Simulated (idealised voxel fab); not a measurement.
Herein follows the process module entitled voxel wiring stack.
Square cell edge 5 nm, section width 225 nm, ID cut.
Reading order for cross-sections: top band down to bottom band. Underlying form: a grid of square cells. Band size: one or more rows of cells.
Quick guide to a band line: top height, bottom height (nm) up front; then every material left to right with its width in nm. Only one material and it's marked "all across"? Then it fills the band edge to edge. And "air" just means empty space.
The level at which height equals 0 is the one under which the wafer, as it arrives, is entirely one material. No lower edge exists for the bottom band, which continues downward and is notated as in "0..down".
Width: "30 to 40" (first number = top row, second number = bottom row, same change from row to row of cells).
No cell of the cross-section changed in a step that is given as "no alteration".
"Closed void list": empty spaces of 8 cells or more with no open way to the top, each given as width x height at distance, distance from the left edge, all in nm.
Heads up: the bit after the settings on a step's line is the simulator's remark on that step.
The line of a step may include "overlay nm". On a step with a mask, this value is how far to the right of its planned place the mask lay. A negative value means the mask lay to the left.

## The steps planned for the process are as follows
1. RECEIVE [material Si]
2. CONFORMAL_DEP [material SiO2] [thk nm 10]
3. DIRECTIONAL_DEP [material TiN] [thk nm 5]
4. DIRECTIONAL_DEP [material Ru] [thk nm 15]
5. PATTERN [tone cover] [mask id METAL_1] [material resist] [width nm 25] [pitch nm 45] [thk nm 20] [overlay nm 0]
6. DIRECTIONAL_ETCH [etch materials Ru] [depth nm 15]
7. DIRECTIONAL_ETCH [etch materials TiN] [depth nm 5]
8. STRIP [etch materials resist]
9. FILL_DEP [material lowk] [thk nm 5]
10. CMP [height nm 30]
11. CONFORMAL_DEP [material SiCN] [thk nm 5]
12. DIRECTIONAL_DEP [material lowk] [thk nm 30]
13. MASKED_ETCH [tone open] [mask id METAL_2_HOLES] [width nm 15] [pitch nm 45] [etch materials lowk] [depth nm 30] [overlay nm 0]
14. MASKED_ETCH [tone open] [mask id METAL_2] [width nm 25] [pitch nm 45] [etch materials lowk] [depth nm 20] [overlay nm 0]
15. MASKED_ETCH [tone open] [mask id METAL_2] [width nm 25] [pitch nm 45] [etch materials SiCN] [depth nm 5] [overlay nm 0]
16. CONFORMAL_DEP [material TiN] [thk nm 5]
17. FILL_DEP [material Cu] [thk nm 5]
18. CMP [height nm 65]
19. CONFORMAL_DEP [material SiN] [thk nm 5]

## Cross-section of the wafer at receipt, which is the condition after step 1
* 0..down = Si all across
* Closed void list: none

## First of two wafers, end-of-module section, run followed plan
* 70..65 = SiN all across
* 65..50 = lowk=55 | TiN=5 | Cu=15 | TiN=5 | lowk=20 | TiN=5 | Cu=15 | TiN=5 | lowk=20 | TiN=5 | Cu=15 | TiN=5 | lowk=55
* 50..45 = lowk=55 | TiN=5 | Cu=5 | TiN=15 | lowk=20 | TiN=5 | Cu=5 | TiN=15 | lowk=20 | TiN=5 | Cu=5 | TiN=15 | lowk=55
* 45..35 = lowk=55 | TiN=5 | Cu=5 | TiN=5 | lowk=30 | TiN=5 | Cu=5 | TiN=5 | lowk=30 | TiN=5 | Cu=5 | TiN=5 | lowk=65
* 35..30 = SiCN=55 | TiN=15 | SiCN=30 | TiN=15 | SiCN=30 | TiN=15 | SiCN=65
* 30..15 = lowk=55 | Ru=25 | lowk=20 | Ru=25 | lowk=20 | Ru=25 | lowk=55
* 15..10 = lowk=55 | TiN=25 | lowk=20 | TiN=25 | lowk=20 | TiN=25 | lowk=55
* 10..0 = SiO2 all across
* 0..down = Si all across
* Closed void list: none

## Wafer two cross-section, module end. Start and plan unchanged from wafer one; one mistake made during the run
* 70..65 = SiN all across
* 65..60 = TiN=60 | Cu=15 | TiN=30 | Cu=15 | TiN=30 | Cu=15 | TiN=60
* 60..45 = lowk=55 | TiN=5 | Cu=15 | TiN=5 | lowk=20 | TiN=5 | Cu=15 | TiN=5 | lowk=20 | TiN=5 | Cu=15 | TiN=5 | lowk=55
* 45..35 = lowk=55 | TiN=5 | Cu=5 | TiN=15 to 5 | lowk=20 to 30 | TiN=5 | Cu=5 | TiN=15 to 5 | lowk=20 to 30 | TiN=5 | Cu=5 | TiN=15 to 5 | lowk=55 to 65
* 35..30 = SiCN=55 | TiN=15 | SiCN=30 | TiN=15 | SiCN=30 | TiN=15 | SiCN=65
* 30..15 = lowk=55 | Ru=25 | lowk=20 | Ru=25 | lowk=20 | Ru=25 | lowk=55
* 15..10 = lowk=55 | TiN=25 | lowk=20 | TiN=25 | lowk=20 | TiN=25 | lowk=55
* 10..0 = SiO2 all across
* 0..down = Si all across
* Closed void list: none
Which mistake was made when the wafer was run? step 12, actual vs plan mismatch, actual run DIRECTIONAL_DEP [material lowk] [thk nm 25]
Wafer comparison, final, in cells, second relative to first, materials more or fewer: Cu: 6 more; TiN: 30 more; lowk: 36 fewer
